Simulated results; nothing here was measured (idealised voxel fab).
The process module presented herein is designated voxel self aligned vias.
We display cut, a cross-section 290 nm in width whose square cells are each 5 nm.
Just so we're on the same page, the cross-sections are grids of square cells, and they're listed out in bands top to bottom, each band one or more rows deep. For a band, the entry starts with two heights in nm, that of the top and then that of the bottom, and carries on with the band's materials in order from left to right, each alongside its width in nm; the word "all across" beside a single material means it fills the band edge to edge, and "air" means empty space. Measure heights from 0. That's the level where, below it, the as-received wafer is all one material. The lowest band is bottomless and extends downward; write it as in "0 and below". Width: "30->40" (first number = top row, second number = bottom row, same change from row to row of cells). "nothing changed" -> step changed no cross-section cell. "Closed void register": sealed empty spaces, 8 cells or more, no open way to top, listed width x height at distance, with distance from the left edge and width, height and distance in nm. It should be noted that, on the line of a given step, the content following the step's settings is a remark produced by the simulator itself with respect to that step. overlay nm: mask offset rightward from planned place, masked step; negative means leftward offset.

### Planned step list for the process
1. RECEIVE (material Si)
2. CONFORMAL_DEP (material SiO2; thk nm 15)
3. CONFORMAL_DEP (material SiCN; thk nm 5)
4. DIRECTIONAL_DEP (material SiO2; thk nm 20)
5. PATTERN (tone open; mask id LINES; material resist; width nm 30; pitch nm 70; thk nm 15; overlay nm 0)
6. DIRECTIONAL_ETCH (etch materials SiO2; depth nm 20)
7. STRIP (etch materials resist)
8. CONFORMAL_DEP (material TiN; thk nm 5)
9. FILL_DEP (material W; thk nm 5)
10. CMP (height nm 40)
11. SELECTIVE_ETCH (etch materials W Ru TiN; depth nm 5)
12. FILL_DEP (material SiN; thk nm 5)
13. CMP (height nm 40)
14. DIRECTIONAL_DEP (material SiO2; thk nm 20)
15. MASKED_ETCH (tone open; mask id VIAS; width nm 40; pitch nm 70; etch materials SiO2; depth nm 20; overlay nm 0)
16. MASKED_ETCH (tone open; mask id VIAS; width nm 40; pitch nm 70; etch materials SiN; depth nm 5; overlay nm 0)
17. CONFORMAL_DEP (material TiN; thk nm 5)
18. FILL_DEP (material Cu; thk nm 5)
19. CMP (height nm 60)
20. CONFORMAL_DEP (material SiN; thk nm 5)

### Wafer at receipt (post step 1), cross-section
  0 and below | Si all across
  Closed void register: none

### End-of-module cross-section of the first of two wafers, processed as planned
  65 down to 60 | SiN all across
  60 down to 45 | 55 of SiO2, then 5 of TiN, then 30 of Cu, then 5 of TiN, then 30 of SiO2, then 5 of TiN, then 30 of Cu, then 5 of TiN, then 30 of SiO2, then 5 of TiN, then 30 of Cu, then 5 of TiN, then 55 of SiO2
  45 down to 40 | 55 of SiO2, then 10 of TiN, then 20 of Cu, then 10 of TiN, then 30 of SiO2, then 10 of TiN, then 20 of Cu, then 10 of TiN, then 30 of SiO2, then 10 of TiN, then 20 of Cu, then 10 of TiN, then 55 of SiO2
  40 down to 35 | 60 of SiO2, then 30 of TiN, then 40 of SiO2, then 30 of TiN, then 40 of SiO2, then 30 of TiN, then 60 of SiO2
  35 down to 25 | 60 of SiO2, then 5 of TiN, then 20 of W, then 5 of TiN, then 40 of SiO2, then 5 of TiN, then 20 of W, then 5 of TiN, then 40 of SiO2, then 5 of TiN, then 20 of W, then 5 of TiN, then 60 of SiO2
  25 down to 20 | 60 of SiO2, then 30 of TiN, then 40 of SiO2, then 30 of TiN, then 40 of SiO2, then 30 of TiN, then 60 of SiO2
  20 down to 15 | SiCN all across
  15 down to 0 | SiO2 all across
  0 and below | Si all across
  Closed void register: none

### Wafer two cross-section, module end. Start and plan unchanged from wafer one; one mistake made during the run
  65 down to 60 | SiN all across
  60 down to 40 | 55 of SiO2, then 5 of TiN, then 30 of Cu, then 5 of TiN, then 30 of SiO2, then 5 of TiN, then 30 of Cu, then 5 of TiN, then 30 of SiO2, then 5 of TiN, then 30 of Cu, then 5 of TiN, then 55 of SiO2
  40 down to 35 | 55 of SiO2, then 40 of TiN, then 30 of SiO2, then 40 of TiN, then 30 of SiO2, then 40 of TiN, then 55 of SiO2
  35 down to 25 | 55 of SiO2, then 10 of TiN, then 20 of W, then 10 of TiN, then 30 of SiO2, then 10 of TiN, then 20 of W, then 10 of TiN, then 30 of SiO2, then 10 of TiN, then 20 of W, then 10 of TiN, then 55 of SiO2
  25 down to 20 | 55 of SiO2, then 40 of TiN, then 30 of SiO2, then 40 of TiN, then 30 of SiO2, then 40 of TiN, then 55 of SiO2
  20 down to 15 | SiCN all across
  15 down to 0 | SiO2 all across
  0 and below | Si all across
  Closed void register: none
Plan not followed: step 15 of the plan saw execution twice
Materials where the second wafer ends with more or fewer cells than the first: +6 Cu, -24 SiO2, +18 TiN
